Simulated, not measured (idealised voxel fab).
Herein follows the process module entitled voxel transistor to metal.
Displayed cross-section: cut, width of 150 nm, square cells sized 5 nm.
A cross-section in this document is a grid of square cells, and it is written down as bands, the top band listed before the ones below it; a band is made up of one or more rows of cells. For a band, the entry starts with two heights in nm, that of the top and then that of the bottom, and carries on with the band's materials in order from left to right, each alongside its width in nm; the word "throughout" beside a single material means it fills the band edge to edge, and "air" means empty space. Below 0: as-received wafer, all one material; heights counted from there. Lowest band: no bottom, goes on down, written "top 0, no bottom". So if you see something like "30->40" for the width, read it as the top row of the band sitting at the first number and the bottom row at the second, with every row in between moving by the same amount as the last. "no alterations made" means the step left every cell of the cross-section as it was. Enclosed voids (no open way to top), threshold 8 cells or more, entry "Entrapped void list", notation width x height at distance, distance from left edge, nm. It should be noted that, on the line of a given step, the content following the step's settings is a remark produced by the simulator itself with respect to that step. The line of a step may include "overlay nm". On a step with a mask, this value is how far to the right of its planned place the mask lay. A negative value means the mask lay to the left.

Set out below are the planned steps of the process
| 1 | RECEIVE, material Si |
| 2 | OXIDIZE, depth nm 5 |
| 3 | CONFORMAL_DEP, material SiN, thk nm 10 |
| 4 | PATTERN, tone cover, mask id ACTIVE, material resist, width nm 120, thk nm 15, overlay nm 0 |
| 5 | DIRECTIONAL_ETCH, etch materials SiN, depth nm 10 |
| 6 | DIRECTIONAL_ETCH, etch materials SiO2, depth nm 5 |
| 7 | DIRECTIONAL_ETCH, etch materials Si, depth nm 35 |
| 8 | STRIP, etch materials resist |
| 9 | FILL_DEP, material SiO2, thk nm 10 |
| 10 | CMP, height nm 10 |
| 11 | SELECTIVE_ETCH, etch materials SiO2, depth nm 10 |
| 12 | STRIP, etch materials SiN |
| 13 | SELECTIVE_ETCH, etch materials SiO2, depth nm 5 |
| 14 | OXIDIZE, depth nm 5 |
| 15 | DIRECTIONAL_DEP, material polySi, thk nm 20 |
| 16 | DIRECTIONAL_DEP, material SiCN, thk nm 15 |
| 17 | MASKED_ETCH, tone cover, mask id GATE, width nm 30, etch materials SiCN, depth nm 25, overlay nm 0 |
| 18 | MASKED_ETCH, tone cover, mask id GATE, width nm 30, etch materials polySi, depth nm 30, overlay nm 0 |
| 19 | CONFORMAL_DEP, material SiO2, thk nm 5 |
| 20 | DIRECTIONAL_ETCH, etch materials SiO2, depth nm 5 |
| 21 | CONFORMAL_DEP, material SiN, thk nm 10 |
| 22 | DIRECTIONAL_ETCH, etch materials SiN, depth nm 10 |
| 23 | DIRECTIONAL_ETCH, etch materials SiO2, depth nm 5 |
| 24 | DIRECTIONAL_ETCH, etch materials Si, depth nm 5 |
| 25 | EPI, material nSi, thk nm 5 |
| 26 | FILL_DEP, material SiO2, thk nm 5 |
| 27 | CMP, height nm 15 |
| 28 | STRIP, etch materials polySi |
| 29 | SELECTIVE_ETCH, etch materials SiO2, depth nm 5 |
| 30 | CONFORMAL_DEP, material HfO2, thk nm 5 |
| 31 | CONFORMAL_DEP, material TiN, thk nm 5 |
| 32 | FILL_DEP, material W, thk nm 5 |
| 33 | CMP, height nm 10 |
| 34 | DIRECTIONAL_DEP, material SiO2, thk nm 15 |
| 35 | PATTERN, tone open, mask id CONTACT, material resist, width nm 20, pitch nm 90, thk nm 15, overlay nm 0 |
| 36 | DIRECTIONAL_ETCH, etch materials SiO2, depth nm 35 |
| 37 | STRIP, etch materials resist |
| 38 | CONFORMAL_DEP, material TiN, thk nm 5 |
| 39 | FILL_DEP, material W, thk nm 10 |
| 40 | CMP, height nm 25 |
| 41 | CONFORMAL_DEP, material SiCN, thk nm 5 |
| 42 | DIRECTIONAL_DEP, material lowk, thk nm 25 |
| 43 | MASKED_ETCH, tone open, mask id METAL_1, width nm 20, pitch nm 90, etch materials lowk, depth nm 25, overlay nm 0 |
| 44 | MASKED_ETCH, tone open, mask id METAL_1, width nm 20, pitch nm 90, etch materials SiCN, depth nm 5, overlay nm 0 |
| 45 | CONFORMAL_DEP, material TiN, thk nm 5 |
| 46 | FILL_DEP, material Cu, thk nm 10 |
| 47 | CMP, height nm 55 |
| 48 | CONFORMAL_DEP, material SiCN, thk nm 5 |
| 49 | DIRECTIONAL_DEP, material lowk, thk nm 25 |
| 50 | DIRECTIONAL_DEP, material aC, thk nm 10 |
| 51 | PATTERN, tone open, mask id METAL_2, material resist, width nm 20, pitch nm 90, thk nm 30, overlay nm 0 |
| 52 | DIRECTIONAL_ETCH, etch materials aC, depth nm 10 |
| 53 | STRIP, etch materials resist |
| 54 | DIRECTIONAL_ETCH, etch materials lowk, depth nm 15 |
| 55 | STRIP, etch materials aC |
| 56 | DIRECTIONAL_DEP, material aC, thk nm 15 |
| 57 | PATTERN, tone open, mask id METAL_2_HOLES, material resist, width nm 15, pitch nm 90, thk nm 30, overlay nm 0 |
| 58 | DIRECTIONAL_ETCH, etch materials aC, depth nm 15 |
| 59 | STRIP, etch materials resist |
| 60 | DIRECTIONAL_ETCH, etch materials lowk, depth nm 10 |
| 61 | DIRECTIONAL_ETCH, etch materials SiCN, depth nm 5 |
| 62 | STRIP, etch materials aC |
| 63 | CONFORMAL_DEP, material TiN, thk nm 5 |
| 64 | FILL_DEP, material Ru, thk nm 10 |
| 65 | CMP, height nm 85 |
| 66 | CONFORMAL_DEP, material SiN, thk nm 5 |

First of two wafers, processed according to plan

Cross-sectional view of the wafer in its as-received condition, corresponding to the state after step 1
  top 0, no bottom = Si throughout
  Entrapped void list: none

So this is the wafer cross-section right after step 2
  top 0, bottom -5 = SiO2 throughout
  Beneath the level -5, the cross-section is identical to its previous state.

So this is the wafer cross-section right after step 3
  top 10, bottom 0 = SiN throughout
  Beneath the level 0, the cross-section is identical to its previous state.

So this is the wafer cross-section right after step 4
  top 25, bottom 10 = air=15; resist=120; air=15
  Beneath the level 10, the cross-section is identical to its previous state.

So this is the wafer cross-section right after step 5
  top 25, bottom 10 = air=15; resist=120; air=15
  top 10, bottom 0 = air=15; SiN=120; air=15
  Beneath the level 0, the cross-section is identical to its previous state.

So this is the wafer cross-section right after step 6
  top 25, bottom 10 = air=15; resist=120; air=15
  top 10, bottom 0 = air=15; SiN=120; air=15
  top 0, bottom -5 = air=15; SiO2=120; air=15
  Beneath the level -5, the cross-section is identical to its previous state.

So this is the wafer cross-section right after step 7
  top 25, bottom 10 = air=15; resist=120; air=15
  top 10, bottom 0 = air=15; SiN=120; air=15
  top 0, bottom -5 = air=15; SiO2=120; air=15
  top -5, bottom -40 = air=15; Si=120; air=15
  Beneath the level -40, the cross-section is identical to its previous state.

So this is the wafer cross-section right after step 8
  top 10, bottom 0 = air=15; SiN=120; air=15
  Beneath the level 0, the cross-section is identical to its previous state.

So this is the wafer cross-section right after step 9
  top 20, bottom 10 = SiO2 throughout
  top 10, bottom 0 = SiO2=15; SiN=120; SiO2=15
  top 0, bottom -5 = SiO2 throughout
  top -5, bottom -40 = SiO2=15; Si=120; SiO2=15
  Beneath the level -40, the cross-section is identical to its previous state.

So this is the wafer cross-section right after step 10
  top 10, bottom 0 = SiO2=15; SiN=120; SiO2=15
  Beneath the level 0, the cross-section is identical to its previous state.

So this is the wafer cross-section right after step 11
  top 10, bottom 0 = air=15; SiN=120; air=15
  Beneath the level 0, the cross-section is identical to its previous state.

So this is the wafer cross-section right after step 12
  top 0, bottom -5 = SiO2 throughout
  Beneath the level -5, the cross-section is identical to its previous state.

So this is the wafer cross-section right after step 13
  top -5, bottom -40 = SiO2=15; Si=120; SiO2=15
  Beneath the level -40, the cross-section is identical to its previous state.

So this is the wafer cross-section right after step 14
  top -5, bottom -10 = SiO2 throughout
  Beneath the level -10, the cross-section is identical to its previous state.

So this is the wafer cross-section right after step 15
  top 15, bottom -5 = polySi throughout
  Beneath the level -5, the cross-section is identical to its previous state.

So this is the wafer cross-section right after step 16
  top 30, bottom 15 = SiCN throughout
  Beneath the level 15, the cross-section is identical to its previous state.

So this is the wafer cross-section right after step 17
  top 30, bottom 15 = air=60; SiCN=30; air=60
  Beneath the level 15, the cross-section is identical to its previous state.

So this is the wafer cross-section right after step 18
  top 30, bottom 15 = air=60; SiCN=30; air=60
  top 15, bottom -5 = air=60; polySi=30; air=60
  Beneath the level -5, the cross-section is identical to its previous state.

So this is the wafer cross-section right after step 19
  top 35, bottom 30 = air=55; SiO2=40; air=55
  top 30, bottom 15 = air=55; SiO2=5; SiCN=30; SiO2=5; air=55
  top 15, bottom 0 = air=55; SiO2=5; polySi=30; SiO2=5; air=55
  top 0, bottom -5 = SiO2=60; polySi=30; SiO2=60
  Beneath the level -5, the cross-section is identical to its previous state.

So this is the wafer cross-section right after step 20
  top 30, bottom 15 = air=55; SiO2=5; SiCN=30; SiO2=5; air=55
  top 15, bottom -5 = air=55; SiO2=5; polySi=30; SiO2=5; air=55
  Beneath the level -5, the cross-section is identical to its previous state.

So this is the wafer cross-section right after step 21
  top 40, bottom 30 = air=45; SiN=60; air=45
  top 30, bottom 15 = air=45; SiN=10; SiO2=5; SiCN=30; SiO2=5; SiN=10; air=45
  top 15, bottom 5 = air=45; SiN=10; SiO2=5; polySi=30; SiO2=5; SiN=10; air=45
  top 5, bottom -5 = SiN=55; SiO2=5; polySi=30; SiO2=5; SiN=55
  Beneath the level -5, the cross-section is identical to its previous state.

So this is the wafer cross-section right after step 22
  top 30, bottom 15 = air=45; SiN=10; SiO2=5; SiCN=30; SiO2=5; SiN=10; air=45
  top 15, bottom -5 = air=45; SiN=10; SiO2=5; polySi=30; SiO2=5; SiN=10; air=45
  Beneath the level -5, the cross-section is identical to its previous state.

So this is the wafer cross-section right after step 23
  top 30, bottom 25 = air=45; SiN=10; air=5; SiCN=30; air=5; SiN=10; air=45
  top 25, bottom 15 = air=45; SiN=10; SiO2=5; SiCN=30; SiO2=5; SiN=10; air=45
  top 15, bottom -5 = air=45; SiN=10; SiO2=5; polySi=30; SiO2=5; SiN=10; air=45
  top -5, bottom -10 = air=45; SiO2=60; air=45
  Beneath the level -10, the cross-section is identical to its previous state.

So this is the wafer cross-section right after step 24
  top 30, bottom 25 = air=45; SiN=10; air=5; SiCN=30; air=5; SiN=10; air=45
  top 25, bottom 15 = air=45; SiN=10; SiO2=5; SiCN=30; SiO2=5; SiN=10; air=45
  top 15, bottom -5 = air=45; SiN=10; SiO2=5; polySi=30; SiO2=5; SiN=10; air=45
  top -5, bottom -10 = air=45; SiO2=60; air=45
  top -10, bottom -15 = SiO2=15; air=30; Si=60; air=30; SiO2=15
  Beneath the level -15, the cross-section is identical to its previous state.

So this is the wafer cross-section right after step 25
  top 30, bottom 25 = air=45; SiN=10; air=5; SiCN=30; air=5; SiN=10; air=45
  top 25, bottom 15 = air=45; SiN=10; SiO2=5; SiCN=30; SiO2=5; SiN=10; air=45
  top 15, bottom -5 = air=45; SiN=10; SiO2=5; polySi=30; SiO2=5; SiN=10; air=45
  top -5, bottom -10 = air=40; nSi=5; SiO2=60; nSi=5; air=40
  top -10, bottom -15 = SiO2=15; nSi=30; Si=60; nSi=30; SiO2=15
  Beneath the level -15, the cross-section is identical to its previous state.

So this is the wafer cross-section right after step 26
  top 35, bottom 30 = SiO2 throughout
  top 30, bottom 15 = SiO2=45; SiN=10; SiO2=5; SiCN=30; SiO2=5; SiN=10; SiO2=45
  top 15, bottom -5 = SiO2=45; SiN=10; SiO2=5; polySi=30; SiO2=5; SiN=10; SiO2=45
  top -5, bottom -10 = SiO2=40; nSi=5; SiO2=60; nSi=5; SiO2=40
  Beneath the level -10, the cross-section is identical to its previous state.

So this is the wafer cross-section right after step 27
  top 15, bottom -5 = SiO2=45; SiN=10; SiO2=5; polySi=30; SiO2=5; SiN=10; SiO2=45
  Beneath the level -5, the cross-section is identical to its previous state.

So this is the wafer cross-section right after step 28
  top 15, bottom -5 = SiO2=45; SiN=10; SiO2=5; air=30; SiO2=5; SiN=10; SiO2=45
  Beneath the level -5, the cross-section is identical to its previous state.

So this is the wafer cross-section right after step 29
  top 15, bottom 10 = air=45; SiN=10; air=40; SiN=10; air=45
  top 10, bottom -5 = SiO2=45; SiN=10; air=40; SiN=10; SiO2=45
  top -5, bottom -10 = SiO2=40; nSi=5; SiO2=10; air=40; SiO2=10; nSi=5; SiO2=40
  Beneath the level -10, the cross-section is identical to its previous state.

So this is the wafer cross-section right after step 30
  top 20, bottom 15 = air=40; HfO2=20; air=30; HfO2=20; air=40
  top 15, bottom 10 = HfO2=45; SiN=10; HfO2=5; air=30; HfO2=5; SiN=10; HfO2=45
  top 10, bottom -5 = SiO2=45; SiN=10; HfO2=5; air=30; HfO2=5; SiN=10; SiO2=45
  top -5, bottom -10 = SiO2=40; nSi=5; SiO2=10; HfO2=40; SiO2=10; nSi=5; SiO2=40
  Beneath the level -10, the cross-section is identical to its previous state.

So this is the wafer cross-section right after step 31
  top 25, bottom 20 = air=35; TiN=30; air=20; TiN=30; air=35
  top 20, bottom 15 = TiN=40; HfO2=20; TiN=5; air=20; TiN=5; HfO2=20; TiN=40
  top 15, bottom 10 = HfO2=45; SiN=10; HfO2=5; TiN=5; air=20; TiN=5; HfO2=5; SiN=10; HfO2=45
  top 10, bottom 0 = SiO2=45; SiN=10; HfO2=5; TiN=5; air=20; TiN=5; HfO2=5; SiN=10; SiO2=45
  top 0, bottom -5 = SiO2=45; SiN=10; HfO2=5; TiN=30; HfO2=5; SiN=10; SiO2=45
  Beneath the level -5, the cross-section is identical to its previous state.

So this is the wafer cross-section right after step 32
  top 30, bottom 25 = W throughout
  top 25, bottom 20 = W=35; TiN=30; W=20; TiN=30; W=35
  top 20, bottom 15 = TiN=40; HfO2=20; TiN=5; W=20; TiN=5; HfO2=20; TiN=40
  top 15, bottom 10 = HfO2=45; SiN=10; HfO2=5; TiN=5; W=20; TiN=5; HfO2=5; SiN=10; HfO2=45
  top 10, bottom 0 = SiO2=45; SiN=10; HfO2=5; TiN=5; W=20; TiN=5; HfO2=5; SiN=10; SiO2=45
  Beneath the level 0, the cross-section is identical to its previous state.

So this is the wafer cross-section right after step 33
  top 10, bottom 0 = SiO2=45; SiN=10; HfO2=5; TiN=5; W=20; TiN=5; HfO2=5; SiN=10; SiO2=45
  Beneath the level 0, the cross-section is identical to its previous state.

So this is the wafer cross-section right after step 34
  top 25, bottom 10 = SiO2 throughout
  Beneath the level 10, the cross-section is identical to its previous state.

So this is the wafer cross-section right after step 35
  top 40, bottom 25 = resist=20; air=20; resist=70; air=20; resist=20
  Beneath the level 25, the cross-section is identical to its previous state.

So this is the wafer cross-section right after step 36
  top 40, bottom 25 = resist=20; air=20; resist=70; air=20; resist=20
  top 25, bottom 10 = SiO2=20; air=20; SiO2=70; air=20; SiO2=20
  top 10, bottom 0 = SiO2=20; air=20; SiO2=5; SiN=10; HfO2=5; TiN=5; W=20; TiN=5; HfO2=5; SiN=10; SiO2=5; air=20; SiO2=20
  top 0, bottom -5 = SiO2=20; air=20; SiO2=5; SiN=10; HfO2=5; TiN=30; HfO2=5; SiN=10; SiO2=5; air=20; SiO2=20
  top -5, bottom -10 = SiO2=20; air=20; nSi=5; SiO2=10; HfO2=40; SiO2=10; nSi=5; air=20; SiO2=20
  Beneath the level -10, the cross-section is identical to its previous state.

So this is the wafer cross-section right after step 37
  top 25, bottom 10 = SiO2=20; air=20; SiO2=70; air=20; SiO2=20
  Beneath the level 10, the cross-section is identical to its previous state.

So this is the wafer cross-section right after step 38
  top 30, bottom 25 = TiN=25; air=10; TiN=80; air=10; TiN=25
  top 25, bottom 10 = SiO2=20; TiN=5; air=10; TiN=5; SiO2=70; TiN=5; air=10; TiN=5; SiO2=20
  top 10, bottom 0 = SiO2=20; TiN=5; air=10; TiN=5; SiO2=5; SiN=10; HfO2=5; TiN=5; W=20; TiN=5; HfO2=5; SiN=10; SiO2=5; TiN=5; air=10; TiN=5; SiO2=20
  top 0, bottom -5 = SiO2=20; TiN=5; air=10; TiN=5; SiO2=5; SiN=10; HfO2=5; TiN=30; HfO2=5; SiN=10; SiO2=5; TiN=5; air=10; TiN=5; SiO2=20
  top -5, bottom -10 = SiO2=20; TiN=20; nSi=5; SiO2=10; HfO2=40; SiO2=10; nSi=5; TiN=20; SiO2=20
  Beneath the level -10, the cross-section is identical to its previous state.

So this is the wafer cross-section right after step 39
  top 40, bottom 30 = W throughout
  top 30, bottom 25 = TiN=25; W=10; TiN=80; W=10; TiN=25
  top 25, bottom 10 = SiO2=20; TiN=5; W=10; TiN=5; SiO2=70; TiN=5; W=10; TiN=5; SiO2=20
  top 10, bottom 0 = SiO2=20; TiN=5; W=10; TiN=5; SiO2=5; SiN=10; HfO2=5; TiN=5; W=20; TiN=5; HfO2=5; SiN=10; SiO2=5; TiN=5; W=10; TiN=5; SiO2=20
  top 0, bottom -5 = SiO2=20; TiN=5; W=10; TiN=5; SiO2=5; SiN=10; HfO2=5; TiN=30; HfO2=5; SiN=10; SiO2=5; TiN=5; W=10; TiN=5; SiO2=20
  Beneath the level -5, the cross-section is identical to its previous state.

So this is the wafer cross-section right after step 40
  top 25, bottom 10 = SiO2=20; TiN=5; W=10; TiN=5; SiO2=70; TiN=5; W=10; TiN=5; SiO2=20
  Beneath the level 10, the cross-section is identical to its previous state.

So this is the wafer cross-section right after step 41
  top 30, bottom 25 = SiCN throughout
  Beneath the level 25, the cross-section is identical to its previous state.

So this is the wafer cross-section right after step 42
  top 55, bottom 30 = lowk throughout
  Beneath the level 30, the cross-section is identical to its previous state.

So this is the wafer cross-section right after step 43
  top 55, bottom 30 = lowk=20; air=20; lowk=70; air=20; lowk=20
  Beneath the level 30, the cross-section is identical to its previous state.

So this is the wafer cross-section right after step 44
  top 55, bottom 30 = lowk=20; air=20; lowk=70; air=20; lowk=20
  top 30, bottom 25 = SiCN=20; air=20; SiCN=70; air=20; SiCN=20
  Beneath the level 25, the cross-section is identical to its previous state.

So this is the wafer cross-section right after step 45
  top 60, bottom 55 = TiN=25; air=10; TiN=80; air=10; TiN=25
  top 55, bottom 30 = lowk=20; TiN=5; air=10; TiN=5; lowk=70; TiN=5; air=10; TiN=5; lowk=20
  top 30, bottom 25 = SiCN=20; TiN=20; SiCN=70; TiN=20; SiCN=20
  Beneath the level 25, the cross-section is identical to its previous state.

So this is the wafer cross-section right after step 46
  top 70, bottom 60 = Cu throughout
  top 60, bottom 55 = TiN=25; Cu=10; TiN=80; Cu=10; TiN=25
  top 55, bottom 30 = lowk=20; TiN=5; Cu=10; TiN=5; lowk=70; TiN=5; Cu=10; TiN=5; lowk=20
  Beneath the level 30, the cross-section is identical to its previous state.

So this is the wafer cross-section right after step 47
  top 55, bottom 30 = lowk=20; TiN=5; Cu=10; TiN=5; lowk=70; TiN=5; Cu=10; TiN=5; lowk=20
  Beneath the level 30, the cross-section is identical to its previous state.

So this is the wafer cross-section right after step 48
  top 60, bottom 55 = SiCN throughout
  Beneath the level 55, the cross-section is identical to its previous state.

So this is the wafer cross-section right after step 49
  top 85, bottom 60 = lowk throughout
  Beneath the level 60, the cross-section is identical to its previous state.

So this is the wafer cross-section right after step 50
  top 95, bottom 85 = aC throughout
  Beneath the level 85, the cross-section is identical to its previous state.

So this is the wafer cross-section right after step 51
  top 125, bottom 95 = resist=20; air=20; resist=70; air=20; resist=20
  Beneath the level 95, the cross-section is identical to its previous state.

So this is the wafer cross-section right after step 52
  top 115, bottom 95 = resist=20; air=20; resist=70; air=20; resist=20
  top 95, bottom 85 = aC=20; air=20; aC=70; air=20; aC=20
  Beneath the level 85, the cross-section is identical to its previous state.

So this is the wafer cross-section right after step 53
  top 95, bottom 85 = aC=20; air=20; aC=70; air=20; aC=20
  Beneath the level 85, the cross-section is identical to its previous state.

So this is the wafer cross-section right after step 54
  top 95, bottom 85 = aC=20; air=20; aC=70; air=20; aC=20
  top 85, bottom 70 = lowk=20; air=20; lowk=70; air=20; lowk=20
  Beneath the level 70, the cross-section is identical to its previous state.

So this is the wafer cross-section right after step 55
  top 85, bottom 70 = lowk=20; air=20; lowk=70; air=20; lowk=20
  Beneath the level 70, the cross-section is identical to its previous state.

So this is the wafer cross-section right after step 56
  top 100, bottom 85 = aC=20; air=20; aC=70; air=20; aC=20
  top 85, bottom 70 = lowk=20; aC=20; lowk=70; aC=20; lowk=20
  Beneath the level 70, the cross-section is identical to its previous state.

So this is the wafer cross-section right after step 57
  top 130, bottom 100 = resist=20; air=15; resist=75; air=15; resist=25
  top 100, bottom 85 = aC=20; air=15; resist=5; aC=70; air=15; resist=5; aC=20
  Beneath the level 85, the cross-section is identical to its previous state.

So this is the wafer cross-section right after step 58
  top 115, bottom 100 = resist=20; air=15; resist=75; air=15; resist=25
  top 100, bottom 85 = aC=20; air=15; resist=5; aC=70; air=15; resist=5; aC=20
  top 85, bottom 70 = lowk=20; air=15; aC=5; lowk=70; air=15; aC=5; lowk=20
  Beneath the level 70, the cross-section is identical to its previous state.

So this is the wafer cross-section right after step 59
  top 100, bottom 85 = aC=20; air=20; aC=70; air=20; aC=20
  Beneath the level 85, the cross-section is identical to its previous state.

So this is the wafer cross-section right after step 60
  top 100, bottom 85 = aC=20; air=20; aC=70; air=20; aC=20
  top 85, bottom 70 = lowk=20; air=15; aC=5; lowk=70; air=15; aC=5; lowk=20
  top 70, bottom 60 = lowk=20; air=15; lowk=75; air=15; lowk=25
  Beneath the level 60, the cross-section is identical to its previous state.

So this is the wafer cross-section right after step 61
  top 100, bottom 85 = aC=20; air=20; aC=70; air=20; aC=20
  top 85, bottom 70 = lowk=20; air=15; aC=5; lowk=70; air=15; aC=5; lowk=20
  top 70, bottom 60 = lowk=20; air=15; lowk=75; air=15; lowk=25
  top 60, bottom 55 = SiCN=20; air=15; SiCN=75; air=15; SiCN=25
  Beneath the level 55, the cross-section is identical to its previous state.

So this is the wafer cross-section right after step 62
  top 85, bottom 70 = lowk=20; air=20; lowk=70; air=20; lowk=20
  Beneath the level 70, the cross-section is identical to its previous state.

So this is the wafer cross-section right after step 63
  top 90, bottom 85 = TiN=25; air=10; TiN=80; air=10; TiN=25
  top 85, bottom 75 = lowk=20; TiN=5; air=10; TiN=5; lowk=70; TiN=5; air=10; TiN=5; lowk=20
  top 75, bottom 70 = lowk=20; TiN=5; air=5; TiN=10; lowk=70; TiN=5; air=5; TiN=10; lowk=20
  top 70, bottom 60 = lowk=20; TiN=5; air=5; TiN=5; lowk=75; TiN=5; air=5; TiN=5; lowk=25
  top 60, bottom 55 = SiCN=20; TiN=15; SiCN=75; TiN=15; SiCN=25
  Beneath the level 55, the cross-section is identical to its previous state.

So this is the wafer cross-section right after step 64
  top 100, bottom 90 = Ru throughout
  top 90, bottom 85 = TiN=25; Ru=10; TiN=80; Ru=10; TiN=25
  top 85, bottom 75 = lowk=20; TiN=5; Ru=10; TiN=5; lowk=70; TiN=5; Ru=10; TiN=5; lowk=20
  top 75, bottom 70 = lowk=20; TiN=5; Ru=5; TiN=10; lowk=70; TiN=5; Ru=5; TiN=10; lowk=20
  top 70, bottom 60 = lowk=20; TiN=5; Ru=5; TiN=5; lowk=75; TiN=5; Ru=5; TiN=5; lowk=25
  Beneath the level 60, the cross-section is identical to its previous state.

So this is the wafer cross-section right after step 65
  top 85, bottom 75 = lowk=20; TiN=5; Ru=10; TiN=5; lowk=70; TiN=5; Ru=10; TiN=5; lowk=20
  Beneath the level 75, the cross-section is identical to its previous state.

So this is the wafer cross-section right after step 66
  top 90, bottom 85 = SiN throughout
  Beneath the level 85, the cross-section is identical to its previous state.

The second wafer: identical to the first at the outset and in its planned sequence, differing only in that one mistake was made during processing; up to and including step 48, its path is the first wafer's path

Second wafer, cross-section, planned end of step 49
  top 80, bottom 60 = lowk throughout
  Beneath the level 60, the cross-section is identical to its previous state.

Second wafer, cross-section, planned end of step 50
  top 90, bottom 80 = aC throughout
  Beneath the level 80, the cross-section is identical to its previous state.

Second wafer, cross-section, planned end of step 51
  top 120, bottom 90 = resist=20; air=20; resist=70; air=20; resist=20
  Beneath the level 90, the cross-section is identical to its previous state.

Second wafer, cross-section, planned end of step 52
  top 110, bottom 90 = resist=20; air=20; resist=70; air=20; resist=20
  top 90, bottom 80 = aC=20; air=20; aC=70; air=20; aC=20
  Beneath the level 80, the cross-section is identical to its previous state.

Second wafer, cross-section, planned end of step 53
  top 90, bottom 80 = aC=20; air=20; aC=70; air=20; aC=20
  Beneath the level 80, the cross-section is identical to its previous state.

Second wafer, cross-section, planned end of step 54
  top 90, bottom 80 = aC=20; air=20; aC=70; air=20; aC=20
  top 80, bottom 65 = lowk=20; air=20; lowk=70; air=20; lowk=20
  Beneath the level 65, the cross-section is identical to its previous state.

Second wafer, cross-section, planned end of step 55
  top 80, bottom 65 = lowk=20; air=20; lowk=70; air=20; lowk=20
  Beneath the level 65, the cross-section is identical to its previous state.

Second wafer, cross-section, planned end of step 56
  top 95, bottom 80 = aC=20; air=20; aC=70; air=20; aC=20
  top 80, bottom 65 = lowk=20; aC=20; lowk=70; aC=20; lowk=20
  Beneath the level 65, the cross-section is identical to its previous state.

Second wafer, cross-section, planned end of step 57
  top 125, bottom 95 = resist=20; air=15; resist=75; air=15; resist=25
  top 95, bottom 80 = aC=20; air=15; resist=5; aC=70; air=15; resist=5; aC=20
  Beneath the level 80, the cross-section is identical to its previous state.

Second wafer, cross-section, planned end of step 58
  top 110, bottom 95 = resist=20; air=15; resist=75; air=15; resist=25
  top 95, bottom 80 = aC=20; air=15; resist=5; aC=70; air=15; resist=5; aC=20
  top 80, bottom 65 = lowk=20; air=15; aC=5; lowk=70; air=15; aC=5; lowk=20
  Beneath the level 65, the cross-section is identical to its previous state.

Second wafer, cross-section, planned end of step 59
  top 95, bottom 80 = aC=20; air=20; aC=70; air=20; aC=20
  Beneath the level 80, the cross-section is identical to its previous state.

Second wafer, cross-section, planned end of step 60
  top 95, bottom 80 = aC=20; air=20; aC=70; air=20; aC=20
  top 80, bottom 65 = lowk=20; air=15; aC=5; lowk=70; air=15; aC=5; lowk=20
  top 65, bottom 60 = lowk=20; air=15; lowk=75; air=15; lowk=25
  Beneath the level 60, the cross-section is identical to its previous state.

Second wafer, cross-section, planned end of step 61
  top 95, bottom 80 = aC=20; air=20; aC=70; air=20; aC=20
  top 80, bottom 65 = lowk=20; air=15; aC=5; lowk=70; air=15; aC=5; lowk=20
  top 65, bottom 60 = lowk=20; air=15; lowk=75; air=15; lowk=25
  top 60, bottom 55 = SiCN=20; air=15; SiCN=75; air=15; SiCN=25
  Beneath the level 55, the cross-section is identical to its previous state.

Second wafer, cross-section, planned end of step 62
  top 80, bottom 65 = lowk=20; air=20; lowk=70; air=20; lowk=20
  Beneath the level 65, the cross-section is identical to its previous state.

Second wafer, cross-section, planned end of step 63
  top 85, bottom 80 = TiN=25; air=10; TiN=80; air=10; TiN=25
  top 80, bottom 70 = lowk=20; TiN=5; air=10; TiN=5; lowk=70; TiN=5; air=10; TiN=5; lowk=20
  top 70, bottom 60 = lowk=20; TiN=5; air=5; TiN=10->5; lowk=70->75; TiN=5; air=5; TiN=10->5; lowk=20->25
  top 60, bottom 55 = SiCN=20; TiN=15; SiCN=75; TiN=15; SiCN=25
  Beneath the level 55, the cross-section is identical to its previous state.

Second wafer, cross-section, planned end of step 64
  top 95, bottom 85 = Ru throughout
  top 85, bottom 80 = TiN=25; Ru=10; TiN=80; Ru=10; TiN=25
  top 80, bottom 70 = lowk=20; TiN=5; Ru=10; TiN=5; lowk=70; TiN=5; Ru=10; TiN=5; lowk=20
  top 70, bottom 60 = lowk=20; TiN=5; Ru=5; TiN=10->5; lowk=70->75; TiN=5; Ru=5; TiN=10->5; lowk=20->25
  Beneath the level 60, the cross-section is identical to its previous state.

Second wafer, cross-section, planned end of step 65
  top 85, bottom 80 = TiN=25; Ru=10; TiN=80; Ru=10; TiN=25
  Beneath the level 80, the cross-section is identical to its previous state.

Second wafer, cross-section, planned end of step 66
  top 90, bottom 85 = SiN throughout
  Beneath the level 85, the cross-section is identical to its previous state.
what went wrong: off-plan run, step 49, actual operation and settings DIRECTIONAL_DEP, material lowk, thk nm 20
In the final state, the cell counts of the second wafer exceed or fall short of those of the first for the following materials: Ru: 2 more, TiN: 22 more, lowk: 24 fewer
